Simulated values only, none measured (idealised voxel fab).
process module | voxel self aligned contacts
cross-section cut | 170 nm wide | cells 5 nm
A cross-section is a grid of square cells, given in bands from the top down. A band is one or more rows of cells.
Each band's line starts with the height of the band's top and of its bottom, in nm. Then come its materials from left to right, each with its width in nm. One material with "throughout" fills the band from edge to edge. "air" is empty space.
Height 0 is the level under which the wafer as received is all one material. The lowest band goes on downwards, as in "0 down".
A width such as "30 to 40" changes by the same amount from each row of cells to the next, from the band's top row to its bottom row.
"no change" after a step means that no cell of the cross-section changed.
closed voids: empty space of 8 cells or more with no open way to the top, each as width x height at its distance from the left edge, in nm
after a step's settings: what the simulator itself notes on the step
overlay nm, on a step with a mask: how far to the right of its planned place the mask lay; to the left if negative
plan
1 op RECEIVE | material Si
2 op OXIDIZE | depth nm 5
3 op DIRECTIONAL_DEP | material polySi | thk nm 20
4 op DIRECTIONAL_DEP | material SiN | thk nm 25
5 op DIRECTIONAL_DEP | material aC | thk nm 15
6 op PATTERN | tone cover | mask id GATE | material resist | width nm 35 | pitch nm 70 | thk nm 30 | overlay nm 0
7 op DIRECTIONAL_ETCH | etch materials aC | depth nm 15
8 op STRIP | etch materials resist
9 op DIRECTIONAL_ETCH | etch materials SiN | depth nm 25
10 op DIRECTIONAL_ETCH | etch materials polySi | depth nm 20
11 op STRIP | etch materials aC
12 op CONFORMAL_DEP | material SiN | thk nm 10
13 op DIRECTIONAL_ETCH | etch materials SiN | depth nm 10
14 op FILL_DEP | material SiO2 | thk nm 15
15 op CMP | height nm 50
16 op PATTERN | tone open | mask id CONTACT | material resist | width nm 55 | thk nm 20 | overlay nm 0
17 op DIRECTIONAL_ETCH | etch materials SiO2 | depth nm 55
18 op STRIP | etch materials resist
19 op CONFORMAL_DEP | material TiN | thk nm 5
20 op FILL_DEP | material Ru | thk nm 5
21 op CMP | height nm 50
22 op CONFORMAL_DEP | material SiCN | thk nm 5
first wafer, as planned
as received, after step 1
  0 down: Si throughout
  closed voids: none
after step 2
  0 to -5: SiO2 throughout
  below -5: unchanged
after step 3
  20 to 0: polySi throughout
  below 0: unchanged
after step 4
  45 to 20: SiN throughout
  below 20: unchanged
after step 5
  60 to 45: aC throughout
  below 45: unchanged
after step 6
  90 to 60: air 30 | resist 35 | air 35 | resist 35 | air 35
  below 60: unchanged
after step 7
  75 to 60: air 30 | resist 35 | air 35 | resist 35 | air 35
  60 to 45: air 30 | aC 35 | air 35 | aC 35 | air 35
  below 45: unchanged
after step 8
  60 to 45: air 30 | aC 35 | air 35 | aC 35 | air 35
  below 45: unchanged
after step 9
  60 to 45: air 30 | aC 35 | air 35 | aC 35 | air 35
  45 to 20: air 30 | SiN 35 | air 35 | SiN 35 | air 35
  below 20: unchanged
after step 10
  60 to 45: air 30 | aC 35 | air 35 | aC 35 | air 35
  45 to 20: air 30 | SiN 35 | air 35 | SiN 35 | air 35
  20 to 0: air 30 | polySi 35 | air 35 | polySi 35 | air 35
  below 0: unchanged
after step 11
  45 to 20: air 30 | SiN 35 | air 35 | SiN 35 | air 35
  below 20: unchanged
after step 12
  55 to 20: air 20 | SiN 55 | air 15 | SiN 55 | air 25
  20 to 10: air 20 | SiN 10 | polySi 35 | SiN 10 | air 15 | SiN 10 | polySi 35 | SiN 10 | air 25
  10 to 0: SiN 30 | polySi 35 | SiN 35 | polySi 35 | SiN 35
  below 0: unchanged
after step 13
  45 to 20: air 20 | SiN 55 | air 15 | SiN 55 | air 25
  20 to 0: air 20 | SiN 10 | polySi 35 | SiN 10 | air 15 | SiN 10 | polySi 35 | SiN 10 | air 25
  below 0: unchanged
after step 14
  60 to 45: SiO2 throughout
  45 to 20: SiO2 20 | SiN 55 | SiO2 15 | SiN 55 | SiO2 25
  20 to 0: SiO2 20 | SiN 10 | polySi 35 | SiN 10 | SiO2 15 | SiN 10 | polySi 35 | SiN 10 | SiO2 25
  below 0: unchanged
after step 15
  50 to 45: SiO2 throughout
  below 45: unchanged
after step 16
  70 to 50: resist 55 | air 55 | resist 60
  below 50: unchanged
after step 17
  70 to 50: resist 55 | air 55 | resist 60
  50 to 45: SiO2 55 | air 55 | SiO2 60
  45 to 20: SiO2 20 | SiN 55 | air 15 | SiN 55 | SiO2 25
  20 to 0: SiO2 20 | SiN 10 | polySi 35 | SiN 10 | air 15 | SiN 10 | polySi 35 | SiN 10 | SiO2 25
  0 to -5: SiO2 75 | air 15 | SiO2 80
  below -5: unchanged
after step 18
  50 to 45: SiO2 55 | air 55 | SiO2 60
  below 45: unchanged
after step 19
  55 to 50: TiN 60 | air 45 | TiN 65
  50 to 45: SiO2 55 | TiN 25 | air 5 | TiN 25 | SiO2 60
  45 to 20: SiO2 20 | SiN 55 | TiN 5 | air 5 | TiN 5 | SiN 55 | SiO2 25
  20 to 0: SiO2 20 | SiN 10 | polySi 35 | SiN 10 | TiN 5 | air 5 | TiN 5 | SiN 10 | polySi 35 | SiN 10 | SiO2 25
  0 to -5: SiO2 75 | TiN 15 | SiO2 80
  below -5: unchanged
after step 20
  60 to 55: Ru throughout
  55 to 50: TiN 60 | Ru 45 | TiN 65
  50 to 45: SiO2 55 | TiN 25 | Ru 5 | TiN 25 | SiO2 60
  45 to 20: SiO2 20 | SiN 55 | TiN 5 | Ru 5 | TiN 5 | SiN 55 | SiO2 25
  20 to 0: SiO2 20 | SiN 10 | polySi 35 | SiN 10 | TiN 5 | Ru 5 | TiN 5 | SiN 10 | polySi 35 | SiN 10 | SiO2 25
  below 0: unchanged
after step 21
  50 to 45: SiO2 55 | TiN 25 | Ru 5 | TiN 25 | SiO2 60
  below 45: unchanged
after step 22
  55 to 50: SiCN throughout
  below 50: unchanged
second wafer: like start, like plan, one mistake. Through step 15 it matches the first wafer
when step 16 should have ended
  70 to 50: resist 60 | air 45 | resist 65
  below 50: unchanged
when step 17 should have ended
  70 to 50: resist 60 | air 45 | resist 65
  50 to 45: SiO2 60 | air 45 | SiO2 65
  45 to 20: SiO2 20 | SiN 55 | air 15 | SiN 55 | SiO2 25
  20 to 0: SiO2 20 | SiN 10 | polySi 35 | SiN 10 | air 15 | SiN 10 | polySi 35 | SiN 10 | SiO2 25
  0 to -5: SiO2 75 | air 15 | SiO2 80
  below -5: unchanged
when step 18 should have ended
  50 to 45: SiO2 60 | air 45 | SiO2 65
  below 45: unchanged
when step 19 should have ended
  55 to 50: TiN 65 | air 35 | TiN 70
  50 to 45: SiO2 60 | TiN 20 | air 5 | TiN 20 | SiO2 65
  45 to 20: SiO2 20 | SiN 55 | TiN 5 | air 5 | TiN 5 | SiN 55 | SiO2 25
  20 to 0: SiO2 20 | SiN 10 | polySi 35 | SiN 10 | TiN 5 | air 5 | TiN 5 | SiN 10 | polySi 35 | SiN 10 | SiO2 25
  0 to -5: SiO2 75 | TiN 15 | SiO2 80
  below -5: unchanged
when step 20 should have ended
  60 to 55: Ru throughout
  55 to 50: TiN 65 | Ru 35 | TiN 70
  50 to 45: SiO2 60 | TiN 20 | Ru 5 | TiN 20 | SiO2 65
  45 to 20: SiO2 20 | SiN 55 | TiN 5 | Ru 5 | TiN 5 | SiN 55 | SiO2 25
  20 to 0: SiO2 20 | SiN 10 | polySi 35 | SiN 10 | TiN 5 | Ru 5 | TiN 5 | SiN 10 | polySi 35 | SiN 10 | SiO2 25
  below 0: unchanged
when step 21 should have ended
  50 to 45: SiO2 60 | TiN 20 | Ru 5 | TiN 20 | SiO2 65
  below 45: unchanged
when step 22 should have ended
  55 to 50: SiCN throughout
  below 50: unchanged
what went wrong: step 16 ran as: op PATTERN | tone open | mask id CONTACT | material resist | width nm 45 | thk nm 20 | overlay nm 0
at the end the second wafer has, in cells: 2 more of SiO2 | 2 fewer of TiN
